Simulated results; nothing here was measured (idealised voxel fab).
Process module, titled voxel gate over fins
Cross-section cut spans 180 nm and uses square cells 5 nm in size.
Heads up, the way a cross-section reads in here is a grid of square cells, handed over as bands from the top down, with every band being one or more rows of cells.
First you get the band's top height and its bottom height, in nm, and then the materials it's made of, left to right, with each width in nm. If you see a single material with "full width", that one covers the band edge to edge. "air" is empty space.
Heights are reckoned from 0. Under this level, the received wafer is all of one material. The bottommost band is open-ended downward, for example "top 0, no bottom".
Top row gets the first number, bottom row gets the second, and each row in between changes by the same step: that is how a band width like "30 to 40" works.
"nothing changed", as given for a step, is the statement that not any cell of the cross-section underwent a change during that step.
Entry "Closed internal cavities". Content: empty spaces with no open connection to the top, size 8 cells or greater. Each: width x height at distance. Distance: from left edge. Unit: nm.
The remark found on a step's line after its settings is issued by the simulator itself and pertains to that step.
overlay nm: mask offset rightward from planned place, masked step; negative means leftward offset.

PLANNED PROCESS STEPS
- 1: RECEIVE | material Si
- 2: CONFORMAL_DEP | material SiN | thk nm 5
- 3: PATTERN | tone cover | mask id FINS | material resist | width nm 15 | pitch nm 35 | thk nm 15 | overlay nm 0
- 4: DIRECTIONAL_ETCH | etch materials SiN | depth nm 5
- 5: DIRECTIONAL_ETCH | etch materials Si | depth nm 35
- 6: STRIP | etch materials resist
- 7: FILL_DEP | material SiO2 | thk nm 5
- 8: CMP | height nm 5
- 9: SELECTIVE_ETCH | etch materials SiO2 | depth nm 15
- 10: STRIP | etch materials SiN
- 11: CONFORMAL_DEP | material HfO2 | thk nm 5
- 12: CONFORMAL_DEP | material TiN | thk nm 5
- 13: FILL_DEP | material W | thk nm 10
- 14: CMP | height nm 15
- 15: CONFORMAL_DEP | material SiN | thk nm 5

WHAT FOLLOWS COVERS THE FIRST OF TWO WAFERS; IT RAN AS PLANNED

CROSS-SECTIONAL VIEW OF THE WAFER IN ITS AS-RECEIVED CONDITION, CORRESPONDING TO THE STATE AFTER STEP 1
  top 0, no bottom | Si full width
  Closed internal cavities: none

STEP 2 DONE - WAFER CROSS-SECTION
  top 5, bottom 0 | SiN full width
  Below 0, no change.

STEP 3 DONE - WAFER CROSS-SECTION
  top 20, bottom 5 | air 45 nm / resist 15 nm / air 20 nm / resist 15 nm / air 20 nm / resist 15 nm / air 50 nm
  Below 5, no change.

STEP 4 DONE - WAFER CROSS-SECTION
  top 20, bottom 5 | air 45 nm / resist 15 nm / air 20 nm / resist 15 nm / air 20 nm / resist 15 nm / air 50 nm
  top 5, bottom 0 | air 45 nm / SiN 15 nm / air 20 nm / SiN 15 nm / air 20 nm / SiN 15 nm / air 50 nm
  Below 0, no change.

STEP 5 DONE - WAFER CROSS-SECTION
  top 20, bottom 5 | air 45 nm / resist 15 nm / air 20 nm / resist 15 nm / air 20 nm / resist 15 nm / air 50 nm
  top 5, bottom 0 | air 45 nm / SiN 15 nm / air 20 nm / SiN 15 nm / air 20 nm / SiN 15 nm / air 50 nm
  top 0, bottom -35 | air 45 nm / Si 15 nm / air 20 nm / Si 15 nm / air 20 nm / Si 15 nm / air 50 nm
  Below -35, no change.

STEP 6 DONE - WAFER CROSS-SECTION
  top 5, bottom 0 | air 45 nm / SiN 15 nm / air 20 nm / SiN 15 nm / air 20 nm / SiN 15 nm / air 50 nm
  Below 0, no change.

STEP 7 DONE - WAFER CROSS-SECTION
  top 10, bottom 5 | SiO2 full width
  top 5, bottom 0 | SiO2 45 nm / SiN 15 nm / SiO2 20 nm / SiN 15 nm / SiO2 20 nm / SiN 15 nm / SiO2 50 nm
  top 0, bottom -35 | SiO2 45 nm / Si 15 nm / SiO2 20 nm / Si 15 nm / SiO2 20 nm / Si 15 nm / SiO2 50 nm
  Below -35, no change.

STEP 8 DONE - WAFER CROSS-SECTION
  top 5, bottom 0 | SiO2 45 nm / SiN 15 nm / SiO2 20 nm / SiN 15 nm / SiO2 20 nm / SiN 15 nm / SiO2 50 nm
  Below 0, no change.

STEP 9 DONE - WAFER CROSS-SECTION
  top 5, bottom 0 | air 45 nm / SiN 15 nm / air 20 nm / SiN 15 nm / air 20 nm / SiN 15 nm / air 50 nm
  top 0, bottom -10 | air 45 nm / Si 15 nm / air 20 nm / Si 15 nm / air 20 nm / Si 15 nm / air 50 nm
  Below -10, no change.

STEP 10 DONE - WAFER CROSS-SECTION
  top 0, bottom -10 | air 45 nm / Si 15 nm / air 20 nm / Si 15 nm / air 20 nm / Si 15 nm / air 50 nm
  Below -10, no change.

STEP 11 DONE - WAFER CROSS-SECTION
  top 5, bottom 0 | air 40 nm / HfO2 25 nm / air 10 nm / HfO2 25 nm / air 10 nm / HfO2 25 nm / air 45 nm
  top 0, bottom -5 | air 40 nm / HfO2 5 nm / Si 15 nm / HfO2 5 nm / air 10 nm / HfO2 5 nm / Si 15 nm / HfO2 5 nm / air 10 nm / HfO2 5 nm / Si 15 nm / HfO2 5 nm / air 45 nm
  top -5, bottom -10 | HfO2 45 nm / Si 15 nm / HfO2 20 nm / Si 15 nm / HfO2 20 nm / Si 15 nm / HfO2 50 nm
  Below -10, no change.

STEP 12 DONE - WAFER CROSS-SECTION
  top 10, bottom 5 | air 35 nm / TiN 105 nm / air 40 nm
  top 5, bottom 0 | air 35 nm / TiN 5 nm / HfO2 25 nm / TiN 10 nm / HfO2 25 nm / TiN 10 nm / HfO2 25 nm / TiN 5 nm / air 40 nm
  top 0, bottom -5 | TiN 40 nm / HfO2 5 nm / Si 15 nm / HfO2 5 nm / TiN 10 nm / HfO2 5 nm / Si 15 nm / HfO2 5 nm / TiN 10 nm / HfO2 5 nm / Si 15 nm / HfO2 5 nm / TiN 45 nm
  Below -5, no change.

STEP 13 DONE - WAFER CROSS-SECTION
  top 20, bottom 10 | W full width
  top 10, bottom 5 | W 35 nm / TiN 105 nm / W 40 nm
  top 5, bottom 0 | W 35 nm / TiN 5 nm / HfO2 25 nm / TiN 10 nm / HfO2 25 nm / TiN 10 nm / HfO2 25 nm / TiN 5 nm / W 40 nm
  Below 0, no change.

STEP 14 DONE - WAFER CROSS-SECTION
  top 15, bottom 10 | W full width
  Below 10, no change.

STEP 15 DONE - WAFER CROSS-SECTION
  top 20, bottom 15 | SiN full width
  Below 15, no change.

FOR THE SECOND WAFER, TAKE THE FIRST WAFER'S START AND PLAN, THEN ADD ONE MISTAKE MADE IN RUNNING IT; EVERYTHING THROUGH STEP 2, THAT STEP INCLUDED, IS SHARED WITH THE FIRST

SECOND WAFER: CROSS-SECTION AT THE SCHEDULED END OF STEP 3
  top 20, bottom 5 | air 50 nm / resist 15 nm / air 20 nm / resist 15 nm / air 20 nm / resist 15 nm / air 45 nm
  Below 5, no change.

SECOND WAFER: CROSS-SECTION AT THE SCHEDULED END OF STEP 4
  top 20, bottom 5 | air 50 nm / resist 15 nm / air 20 nm / resist 15 nm / air 20 nm / resist 15 nm / air 45 nm
  top 5, bottom 0 | air 50 nm / SiN 15 nm / air 20 nm / SiN 15 nm / air 20 nm / SiN 15 nm / air 45 nm
  Below 0, no change.

SECOND WAFER: CROSS-SECTION AT THE SCHEDULED END OF STEP 5
  top 20, bottom 5 | air 50 nm / resist 15 nm / air 20 nm / resist 15 nm / air 20 nm / resist 15 nm / air 45 nm
  top 5, bottom 0 | air 50 nm / SiN 15 nm / air 20 nm / SiN 15 nm / air 20 nm / SiN 15 nm / air 45 nm
  top 0, bottom -35 | air 50 nm / Si 15 nm / air 20 nm / Si 15 nm / air 20 nm / Si 15 nm / air 45 nm
  Below -35, no change.

SECOND WAFER: CROSS-SECTION AT THE SCHEDULED END OF STEP 6
  top 5, bottom 0 | air 50 nm / SiN 15 nm / air 20 nm / SiN 15 nm / air 20 nm / SiN 15 nm / air 45 nm
  Below 0, no change.

SECOND WAFER: CROSS-SECTION AT THE SCHEDULED END OF STEP 7
  top 10, bottom 5 | SiO2 full width
  top 5, bottom 0 | SiO2 50 nm / SiN 15 nm / SiO2 20 nm / SiN 15 nm / SiO2 20 nm / SiN 15 nm / SiO2 45 nm
  top 0, bottom -35 | SiO2 50 nm / Si 15 nm / SiO2 20 nm / Si 15 nm / SiO2 20 nm / Si 15 nm / SiO2 45 nm
  Below -35, no change.

SECOND WAFER: CROSS-SECTION AT THE SCHEDULED END OF STEP 8
  top 5, bottom 0 | SiO2 50 nm / SiN 15 nm / SiO2 20 nm / SiN 15 nm / SiO2 20 nm / SiN 15 nm / SiO2 45 nm
  Below 0, no change.

SECOND WAFER: CROSS-SECTION AT THE SCHEDULED END OF STEP 9
  top 5, bottom 0 | air 50 nm / SiN 15 nm / air 20 nm / SiN 15 nm / air 20 nm / SiN 15 nm / air 45 nm
  top 0, bottom -10 | air 50 nm / Si 15 nm / air 20 nm / Si 15 nm / air 20 nm / Si 15 nm / air 45 nm
  Below -10, no change.

SECOND WAFER: CROSS-SECTION AT THE SCHEDULED END OF STEP 10
  top 0, bottom -10 | air 50 nm / Si 15 nm / air 20 nm / Si 15 nm / air 20 nm / Si 15 nm / air 45 nm
  Below -10, no change.

SECOND WAFER: CROSS-SECTION AT THE SCHEDULED END OF STEP 11
  top 5, bottom 0 | air 45 nm / HfO2 25 nm / air 10 nm / HfO2 25 nm / air 10 nm / HfO2 25 nm / air 40 nm
  top 0, bottom -5 | air 45 nm / HfO2 5 nm / Si 15 nm / HfO2 5 nm / air 10 nm / HfO2 5 nm / Si 15 nm / HfO2 5 nm / air 10 nm / HfO2 5 nm / Si 15 nm / HfO2 5 nm / air 40 nm
  top -5, bottom -10 | HfO2 50 nm / Si 15 nm / HfO2 20 nm / Si 15 nm / HfO2 20 nm / Si 15 nm / HfO2 45 nm
  Below -10, no change.

SECOND WAFER: CROSS-SECTION AT THE SCHEDULED END OF STEP 12
  top 10, bottom 5 | air 40 nm / TiN 105 nm / air 35 nm
  top 5, bottom 0 | air 40 nm / TiN 5 nm / HfO2 25 nm / TiN 10 nm / HfO2 25 nm / TiN 10 nm / HfO2 25 nm / TiN 5 nm / air 35 nm
  top 0, bottom -5 | TiN 45 nm / HfO2 5 nm / Si 15 nm / HfO2 5 nm / TiN 10 nm / HfO2 5 nm / Si 15 nm / HfO2 5 nm / TiN 10 nm / HfO2 5 nm / Si 15 nm / HfO2 5 nm / TiN 40 nm
  Below -5, no change.

SECOND WAFER: CROSS-SECTION AT THE SCHEDULED END OF STEP 13
  top 20, bottom 10 | W full width
  top 10, bottom 5 | W 40 nm / TiN 105 nm / W 35 nm
  top 5, bottom 0 | W 40 nm / TiN 5 nm / HfO2 25 nm / TiN 10 nm / HfO2 25 nm / TiN 10 nm / HfO2 25 nm / TiN 5 nm / W 35 nm
  Below 0, no change.

SECOND WAFER: CROSS-SECTION AT THE SCHEDULED END OF STEP 14
  top 15, bottom 10 | W full width
  Below 10, no change.

SECOND WAFER: CROSS-SECTION AT THE SCHEDULED END OF STEP 15
  top 20, bottom 15 | SiN full width
  Below 15, no change.
What broke from the plan during processing? off-plan run, step 3, actual operation and settings PATTERN | tone cover | mask id FINS | material resist | width nm 15 | pitch nm 35 | thk nm 15 | overlay nm 5
When the process is done, the second wafer contains the same cell count of every material as the first wafer, but distributed over other locations.
